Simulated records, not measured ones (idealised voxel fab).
Process module, titled voxel wiring stack
Square cells of 5 nm make up the cross-section cut, whose width is 160 nm.
Format of a cross-section: grid, square cells. Given as bands. Order: top down. Band: one or more rows of cells. Top height, bottom height, nm. Materials left to right, width each, nm. Single material + "all across" = fills band edge to edge. "blank" = empty. Ref level 0: as-received wafer is one material below here. Bottom band extends down with no lower bound ("0 down"). The two numbers in a width such as "30->40" mark its ends across the band: the first belongs to the top row of cells, the second to the bottom row, and from each row to the next the width moves by the same amount. Where the words "remained unchanged" appear for a step, the cross-section shows no cell changed by that step; every cell remained as before. Heads up: "Closed voids list" only lists the empty pockets with no open path to the top that are 8 cells or more, and it writes them as width x height at distance, distance from the left edge, in nm. Where a step's line continues beyond its settings, the continuation is a remark by the simulator itself on that step. "overlay nm" on a masked step: distance the mask lay right of its planned place, negative for left.
**Listed below are the process steps as planned**
1) RECEIVE,material Si
2) CONFORMAL_DEP,material SiO2,thk nm 10
3) CONFORMAL_DEP,material SiN,thk nm 5
4) DIRECTIONAL_DEP,material SiO2,thk nm 20
5) DIRECTIONAL_DEP,material aC,thk nm 15
6) PATTERN,tone open,mask id METAL_1,material resist,width nm 25,pitch nm 45,thk nm 30,overlay nm 0
7) DIRECTIONAL_ETCH,etch materials aC,depth nm 15
8) STRIP,etch materials resist
9) DIRECTIONAL_ETCH,etch materials SiO2,depth nm 20
10) DIRECTIONAL_ETCH,etch materials SiN,depth nm 5
11) STRIP,etch materials aC
12) CONFORMAL_DEP,material TiN,thk nm 5
13) FILL_DEP,material Ru,thk nm 5
14) CMP,height nm 35
15) CONFORMAL_DEP,material SiCN,thk nm 5
16) DIRECTIONAL_DEP,material lowk,thk nm 20
17) DIRECTIONAL_DEP,material aC,thk nm 10
18) PATTERN,tone open,mask id PLUG_1,material resist,width nm 15,thk nm 30,overlay nm 0
19) DIRECTIONAL_ETCH,etch materials aC,depth nm 10
20) STRIP,etch materials resist
21) DIRECTIONAL_ETCH,etch materials lowk,depth nm 20
22) DIRECTIONAL_ETCH,etch materials SiCN,depth nm 5
23) STRIP,etch materials aC
24) EPI,material Ru,thk nm 10
25) EPI,material Ru,thk nm 10
26) EPI,material Ru,thk nm 5
27) DIRECTIONAL_DEP,material TiN,thk nm 5
28) DIRECTIONAL_DEP,material Ru,thk nm 20
29) MASKED_ETCH,tone cover,mask id METAL_2,width nm 25,pitch nm 45,etch materials Ru,depth nm 20,overlay nm -15
30) MASKED_ETCH,tone cover,mask id METAL_2,width nm 25,pitch nm 45,etch materials TiN,depth nm 5,overlay nm 0
31) FILL_DEP,material SiO2,thk nm 10
32) CMP,height nm 85
33) CONFORMAL_DEP,material SiCN,thk nm 5
34) DIRECTIONAL_DEP,material lowk,thk nm 35
35) DIRECTIONAL_DEP,material aC,thk nm 15
36) PATTERN,tone open,mask id METAL_3_HOLES,material resist,width nm 15,thk nm 35,overlay nm 0
37) DIRECTIONAL_ETCH,etch materials aC,depth nm 15
38) STRIP,etch materials resist
39) DIRECTIONAL_ETCH,etch materials lowk,depth nm 35
40) STRIP,etch materials aC
41) PATTERN,tone open,mask id METAL_3,material resist,width nm 25,pitch nm 45,thk nm 20,overlay nm 0
42) DIRECTIONAL_ETCH,etch materials lowk,depth nm 20
43) DIRECTIONAL_ETCH,etch materials SiCN,depth nm 5
44) STRIP,etch materials resist
45) CONFORMAL_DEP,material TiN,thk nm 5
46) FILL_DEP,material Cu,thk nm 10
47) CMP,height nm 125
48) CONFORMAL_DEP,material SiCN,thk nm 5
Be aware that, although all wafers share a common starting state, the overlay nm at step 29 differs among them, and the plan displays the first wafer's value.
**This is how the first of several wafers looked in cross-section when it arrived, which is after step 1**
* 0 down: Si all across
* Closed voids list: none
**The following table contains a row per wafer, in which are reported, at the conclusion of the module, the cells of each material gained (+) or lost (-) since the wafer's receipt, with its closed voids given thereafter**
overlay nm -15, +22 Cu, +79 Ru, +90 SiCN, +22 SiN, +256 SiO2, +72 TiN, +291 lowk, Closed voids list: none
overlay nm -10, +22 Cu, +79 Ru, +90 SiCN, +22 SiN, +258 SiO2, +70 TiN, +291 lowk, Closed voids list: none
overlay nm -5, +22 Cu, +79 Ru, +90 SiCN, +22 SiN, +260 SiO2, +68 TiN, +291 lowk, Closed voids list: none
overlay nm 0, +22 Cu, +79 Ru, +90 SiCN, +22 SiN, +262 SiO2, +66 TiN, +291 lowk, Closed voids list: none
overlay nm 5, +22 Cu, +79 Ru, +90 SiCN, +22 SiN, +260 SiO2, +68 TiN, +291 lowk, Closed voids list: none
overlay nm 10, +22 Cu, +79 Ru, +90 SiCN, +22 SiN, +258 SiO2, +70 TiN, +291 lowk, Closed voids list: none
overlay nm 15, +22 Cu, +79 Ru, +90 SiCN, +22 SiN, +256 SiO2, +72 TiN, +291 lowk, Closed voids list: none
